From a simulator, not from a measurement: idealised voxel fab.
Process module, titled voxel local oxidation
Square cell edge 5 nm, section width 255 nm, ID cut.
Each cross-section below is a grid of square cells, stated as bands in top-down order, with one or more rows of cells making up each band. Top height, bottom height, nm. Materials left to right, width each, nm. Single material + "throughout" = fills band edge to edge. "blank" = empty. The level at which height equals 0 is the one under which the wafer, as it arrives, is entirely one material. No lower edge exists for the bottom band, which continues downward and is notated as in "0 and below". A two-number width, for instance "30->40", indicates that the width is equal to the first number in the top row of the band and to the second number in the bottom row, and that it changes by a constant amount per row of cells. Key: "no modifications" - step with no changed cell in the cross-section. Reported under the label "closed voids" are the empty spaces having no open way to the top and comprising 8 cells or more; the notation for each is width x height at distance, in which the distance is measured from the left edge and all three values are in nm. It should be noted that, on the line of a given step, the content following the step's settings is a remark produced by the simulator itself with respect to that step. overlay nm: step with mask; distance mask lay right of planned place; negative value = left of planned place.
PROCESS STEPS (PLANNED)
1,RECEIVE (material Si)
2,CONFORMAL_DEP (material SiO2; thk nm 5)
3,CONFORMAL_DEP (material SiN; thk nm 10)
4,PATTERN (tone cover; mask id ACTIVE; material resist; width nm 95; pitch nm 120; thk nm 20; overlay nm 0)
5,DIRECTIONAL_ETCH (etch materials SiN; depth nm 10)
6,STRIP (etch materials resist)
7,SELECTIVE_ETCH (etch materials SiO2; depth nm 5)
8,OXIDIZE (depth nm 10)
9,STRIP (etch materials SiN)
DELIVERED WAFER IN CROSS-SECTION: STATE AFTER STEP 1
    0 and below: Si throughout
    closed voids: none
CROSS-SECTIONAL VIEW OF THE FIRST OF THE TWO WAFERS UPON COMPLETION OF THE MODULE, PROCESSED IN ACCORDANCE WITH THE PLAN
    5 down to 0: blank (25), then SiO2 (85), then blank (35), then SiO2 (85), then blank (25)
    0 down to -10: SiO2 (35), then Si (65), then SiO2 (55), then Si (65), then SiO2 (35)
    -10 and below: Si throughout
    closed voids: none
MODULE END: CROSS-SECTION OF WAFER TWO OF TWO. SAME START AND PROCESS PLAN AS THE FIRST WAFER. ONE MISTAKE DURING EXECUTION
    5 down to 0: SiO2 (15), then blank (105), then SiO2 (15), then blank (105), then SiO2 (15)
    0 down to -10: Si (5), then SiO2 (245), then Si (5)
    -10 and below: Si throughout
    closed voids: none
In executing the process, a mistake was made relative to the plan: contrary to plan, step 4 was performed as PATTERN (tone open; mask id ACTIVE; material resist; width nm 95; pitch nm 120; thk nm 20; overlay nm 0)
Per the end-of-run cell counts, the second wafer holds more or fewer of some materials than the first: Si -48 | SiO2 +23
